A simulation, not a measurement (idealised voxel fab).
This section sets out a process module, namely voxel self aligned vias.
For reference, the cross-section in this document is cut, with width 275 nm and square cells of 5 nm.
We lay out every cross-section as a grid of square cells and spell it out in bands from the top down, where one band means one or more rows of cells. Top height, bottom height, nm. Materials left to right, width each, nm. Single material + "all across" = fills band edge to edge. "air" = empty. Where do heights start? At 0: under that level the wafer as delivered is made of one material only. And the lowest band has no floor; it just carries on downward, as in "0 -> down". So if you see something like "30 to 40" for the width, read it as the top row of the band sitting at the first number and the bottom row at the second, with every row in between moving by the same amount as the last. Where a step carries "remained the same", the cross-section came out of it unchanged, cell for cell. So "Sealed internal cavities" is basically the list of trapped voids: any empty space of 8 cells or more that can't reach the top through an opening. They're written width x height at distance, the distance being from the left edge, and it's all nm. The remark found on a step's line after its settings is issued by the simulator itself and pertains to that step. On any step carrying a mask, the "overlay nm" setting, if present on the step's line, tells how far right of its planned place the mask lay; negative values point to the left.
The planned process steps are enumerated hereunder:
1: op RECEIVE | material Si
2: op CONFORMAL_DEP | material SiO2 | thk nm 15
3: op CONFORMAL_DEP | material SiCN | thk nm 5
4: op DIRECTIONAL_DEP | material lowk | thk nm 30
5: op DIRECTIONAL_DEP | material aC | thk nm 10
6: op PATTERN | tone open | mask id LINES | material resist | width nm 25 | pitch nm 75 | thk nm 30 | overlay nm 0
7: op DIRECTIONAL_ETCH | etch materials aC | depth nm 10
8: op STRIP | etch materials resist
9: op DIRECTIONAL_ETCH | etch materials lowk | depth nm 30
10: op STRIP | etch materials aC
11: op CONFORMAL_DEP | material TiN | thk nm 5
12: op FILL_DEP | material Ru | thk nm 10
13: op CMP | height nm 50
14: op SELECTIVE_ETCH | etch materials W Ru TiN | depth nm 10
15: op FILL_DEP | material SiN | thk nm 5
16: op CMP | height nm 50
17: op DIRECTIONAL_DEP | material lowk | thk nm 20
18: op MASKED_ETCH | tone open | mask id VIAS | width nm 45 | pitch nm 75 | etch materials lowk | depth nm 20 | overlay nm 0
19: op MASKED_ETCH | tone open | mask id VIAS | width nm 45 | pitch nm 75 | etch materials SiN | depth nm 10 | overlay nm 0
20: op CONFORMAL_DEP | material TiN | thk nm 5
21: op FILL_DEP | material W | thk nm 5
22: op CMP | height nm 70
23: op CONFORMAL_DEP | material SiCN | thk nm 5
First of the two wafers, run per plan:
Here's what the wafer looked like in cross-section when it arrived - that's after step 1:
0 -> down  Si all across
Sealed internal cavities: none
Presented here is a cross-section of the wafer after step 2 has been performed:
15 -> 0  SiO2 all across
Beneath the level 0, the cross-section is identical to its previous state.
Presented here is a cross-section of the wafer after step 3 has been performed:
20 -> 15  SiCN all across
Beneath the level 15, the cross-section is identical to its previous state.
Presented here is a cross-section of the wafer after step 4 has been performed:
50 -> 20  lowk all across
Beneath the level 20, the cross-section is identical to its previous state.
Presented here is a cross-section of the wafer after step 5 has been performed:
60 -> 50  aC all across
Beneath the level 50, the cross-section is identical to its previous state.
Presented here is a cross-section of the wafer after step 6 has been performed:
90 -> 60  resist: 50; air: 25; resist: 50; air: 25; resist: 50; air: 25; resist: 50
Beneath the level 60, the cross-section is identical to its previous state.
Presented here is a cross-section of the wafer after step 7 has been performed:
80 -> 60  resist: 50; air: 25; resist: 50; air: 25; resist: 50; air: 25; resist: 50
60 -> 50  aC: 50; air: 25; aC: 50; air: 25; aC: 50; air: 25; aC: 50
Beneath the level 50, the cross-section is identical to its previous state.
Presented here is a cross-section of the wafer after step 8 has been performed:
60 -> 50  aC: 50; air: 25; aC: 50; air: 25; aC: 50; air: 25; aC: 50
Beneath the level 50, the cross-section is identical to its previous state.
Presented here is a cross-section of the wafer after step 9 has been performed:
60 -> 50  aC: 50; air: 25; aC: 50; air: 25; aC: 50; air: 25; aC: 50
50 -> 20  lowk: 50; air: 25; lowk: 50; air: 25; lowk: 50; air: 25; lowk: 50
Beneath the level 20, the cross-section is identical to its previous state.
Presented here is a cross-section of the wafer after step 10 has been performed:
50 -> 20  lowk: 50; air: 25; lowk: 50; air: 25; lowk: 50; air: 25; lowk: 50
Beneath the level 20, the cross-section is identical to its previous state.
Presented here is a cross-section of the wafer after step 11 has been performed:
55 -> 50  TiN: 55; air: 15; TiN: 60; air: 15; TiN: 60; air: 15; TiN: 55
50 -> 25  lowk: 50; TiN: 5; air: 15; TiN: 5; lowk: 50; TiN: 5; air: 15; TiN: 5; lowk: 50; TiN: 5; air: 15; TiN: 5; lowk: 50
25 -> 20  lowk: 50; TiN: 25; lowk: 50; TiN: 25; lowk: 50; TiN: 25; lowk: 50
Beneath the level 20, the cross-section is identical to its previous state.
Presented here is a cross-section of the wafer after step 12 has been performed:
65 -> 55  Ru all across
55 -> 50  TiN: 55; Ru: 15; TiN: 60; Ru: 15; TiN: 60; Ru: 15; TiN: 55
50 -> 25  lowk: 50; TiN: 5; Ru: 15; TiN: 5; lowk: 50; TiN: 5; Ru: 15; TiN: 5; lowk: 50; TiN: 5; Ru: 15; TiN: 5; lowk: 50
Beneath the level 25, the cross-section is identical to its previous state.
Presented here is a cross-section of the wafer after step 13 has been performed:
50 -> 25  lowk: 50; TiN: 5; Ru: 15; TiN: 5; lowk: 50; TiN: 5; Ru: 15; TiN: 5; lowk: 50; TiN: 5; Ru: 15; TiN: 5; lowk: 50
Beneath the level 25, the cross-section is identical to its previous state.
Presented here is a cross-section of the wafer after step 14 has been performed:
50 -> 40  lowk: 50; air: 25; lowk: 50; air: 25; lowk: 50; air: 25; lowk: 50
Beneath the level 40, the cross-section is identical to its previous state.
Presented here is a cross-section of the wafer after step 15 has been performed:
55 -> 50  SiN all across
50 -> 40  lowk: 50; SiN: 25; lowk: 50; SiN: 25; lowk: 50; SiN: 25; lowk: 50
Beneath the level 40, the cross-section is identical to its previous state.
Presented here is a cross-section of the wafer after step 16 has been performed:
50 -> 40  lowk: 50; SiN: 25; lowk: 50; SiN: 25; lowk: 50; SiN: 25; lowk: 50
Beneath the level 40, the cross-section is identical to its previous state.
Presented here is a cross-section of the wafer after step 17 has been performed:
70 -> 50  lowk all across
Beneath the level 50, the cross-section is identical to its previous state.
Presented here is a cross-section of the wafer after step 18 has been performed:
70 -> 50  lowk: 40; air: 45; lowk: 30; air: 45; lowk: 30; air: 45; lowk: 40
Beneath the level 50, the cross-section is identical to its previous state.
Presented here is a cross-section of the wafer after step 19 has been performed:
70 -> 50  lowk: 40; air: 45; lowk: 30; air: 45; lowk: 30; air: 45; lowk: 40
50 -> 40  lowk: 50; air: 25; lowk: 50; air: 25; lowk: 50; air: 25; lowk: 50
Beneath the level 40, the cross-section is identical to its previous state.
Presented here is a cross-section of the wafer after step 20 has been performed:
75 -> 70  TiN: 45; air: 35; TiN: 40; air: 35; TiN: 40; air: 35; TiN: 45
70 -> 55  lowk: 40; TiN: 5; air: 35; TiN: 5; lowk: 30; TiN: 5; air: 35; TiN: 5; lowk: 30; TiN: 5; air: 35; TiN: 5; lowk: 40
55 -> 45  lowk: 40 to 50; TiN: 15 to 5; air: 15; TiN: 15 to 5; lowk: 30 to 50; TiN: 15 to 5; air: 15; TiN: 15 to 5; lowk: 30 to 50; TiN: 15 to 5; air: 15; TiN: 15 to 5; lowk: 40 to 50
45 -> 40  lowk: 50; TiN: 25; lowk: 50; TiN: 25; lowk: 50; TiN: 25; lowk: 50
Beneath the level 40, the cross-section is identical to its previous state.
Presented here is a cross-section of the wafer after step 21 has been performed:
80 -> 75  W all across
75 -> 70  TiN: 45; W: 35; TiN: 40; W: 35; TiN: 40; W: 35; TiN: 45
70 -> 55  lowk: 40; TiN: 5; W: 35; TiN: 5; lowk: 30; TiN: 5; W: 35; TiN: 5; lowk: 30; TiN: 5; W: 35; TiN: 5; lowk: 40
55 -> 45  lowk: 40 to 50; TiN: 15 to 5; W: 15; TiN: 15 to 5; lowk: 30 to 50; TiN: 15 to 5; W: 15; TiN: 15 to 5; lowk: 30 to 50; TiN: 15 to 5; W: 15; TiN: 15 to 5; lowk: 40 to 50
Beneath the level 45, the cross-section is identical to its previous state.
Presented here is a cross-section of the wafer after step 22 has been performed:
70 -> 55  lowk: 40; TiN: 5; W: 35; TiN: 5; lowk: 30; TiN: 5; W: 35; TiN: 5; lowk: 30; TiN: 5; W: 35; TiN: 5; lowk: 40
Beneath the level 55, the cross-section is identical to its previous state.
Presented here is a cross-section of the wafer after step 23 has been performed:
75 -> 70  SiCN all across
Beneath the level 70, the cross-section is identical to its previous state.
Here the second wafer is described. Its start and its plan were those of the first wafer. Its run contained one mistake. Up to and including step 21, it did exactly what the first wafer did:
Cross-section of the second wafer at the time step 22 of the plan should have ended:
60 -> 50  lowk: 40; TiN: 5 to 15; W: 35 to 15; TiN: 5 to 15; lowk: 30; TiN: 5 to 15; W: 35 to 15; TiN: 5 to 15; lowk: 30; TiN: 5 to 15; W: 35 to 15; TiN: 5 to 15; lowk: 40
Beneath the level 50, the cross-section is identical to its previous state.
Cross-section of the second wafer at the time step 23 of the plan should have ended:
65 -> 60  SiCN all across
Beneath the level 60, the cross-section is identical to its previous state.
Plan not followed: so step 22 ended up running with a different setting than we planned, it ran as op CMP | height nm 60
FYI, end of process, the second wafer has more or fewer cells of some materials than the first: TiN -12; W -42; lowk -56
